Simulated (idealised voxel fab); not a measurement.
This section sets out a process module, namely voxel quadruple lines.
Shown is cross-section cut, with a width of 280 nm and square cells of size 5 nm.
Cross-section layout: square cells on a grid; listed as bands, top to bottom; a band spans one or more cell rows.
Within each band entry, the heights of the top and of the bottom of the band appear first, in that order and in nm; the materials of the band then follow from left to right, each with its corresponding width in nm. The designation "all across" on a single material indicates that it fills the band from edge to edge; the designation "air" indicates empty space.
We count height from 0. Below that, the starting wafer is all one material. The lowest band never ends at the bottom but goes on down; see "z 0 and below" for how that is written.
Read "30->40" as a graded width: first number on top, second number at the bottom, same change between each pair of neighbouring rows.
For the purposes of this document, the phrase "nothing altered" attached to a step denotes that no cell within the cross-section was modified by that step.
"Sealed-off cavities": empty spaces of 8 cells or more with no open way to the top, each given as width x height at distance, distance from the left edge, all in nm.
Heads up: the bit after the settings on a step's line is the simulator's remark on that step.
Among the settings permitted on a step's line is "overlay nm"; applied to a step with a mask, it specifies the extent to which the mask lay to the right of its planned position, whereas a negative figure signifies a position to the left.

## Planned process steps
1 op RECEIVE | material Si
2 op CONFORMAL_DEP | material SiO2 | thk nm 10
3 op DIRECTIONAL_DEP | material W | thk nm 10
4 op DIRECTIONAL_DEP | material polySi | thk nm 20
5 op DIRECTIONAL_DEP | material aC | thk nm 20
6 op PATTERN | tone cover | mask id MANDREL | material resist | width nm 20 | pitch nm 60 | thk nm 25 | overlay nm 0
7 op DIRECTIONAL_ETCH | etch materials aC | depth nm 20
8 op STRIP | etch materials resist
9 op CONFORMAL_DEP | material SiO2 | thk nm 10
10 op DIRECTIONAL_ETCH | etch materials SiO2 | depth nm 10
11 op STRIP | etch materials aC
12 op DIRECTIONAL_ETCH | etch materials polySi | depth nm 20
13 op STRIP | etch materials SiO2
14 op CONFORMAL_DEP | material SiCN | thk nm 5
15 op DIRECTIONAL_ETCH | etch materials SiCN | depth nm 5
16 op STRIP | etch materials polySi
17 op DIRECTIONAL_ETCH | etch materials W | depth nm 10
18 op STRIP | etch materials SiCN

## Cross-section of the incoming wafer, state after step 1
- z 0 and below: Si all across
- Sealed-off cavities: none

## Looking at the first of two wafers in cross-section at end of module - ran to plan
- z 20 to 10: air 85  W 5  air 10  W 5  air 10  W 5  air 10  W 5  air 10  W 5  air 10  W 5  air 10  W 5  air 10  W 5  air 85
- z 10 to 0: SiO2 all across
- z 0 and below: Si all across
- Sealed-off cavities: none

## So this is wafer number two of the two, cut at the end of the module - it started where the first did and had the same plan, we just got one thing wrong running it
- z 25 to 15: air 85  W 5  air 10  W 5  air 10  W 5  air 10  W 5  air 10  W 5  air 10  W 5  air 10  W 5  air 10  W 5  air 85
- z 15 to 10: W all across
- z 10 to 0: SiO2 all across
- z 0 and below: Si all across
- Sealed-off cavities: none
Plan not followed: in deviation from the planned setting, step 3 was conducted as op DIRECTIONAL_DEP | material W | thk nm 15
Wafer comparison, final, in cells, second relative to first, materials more or fewer: +56 W
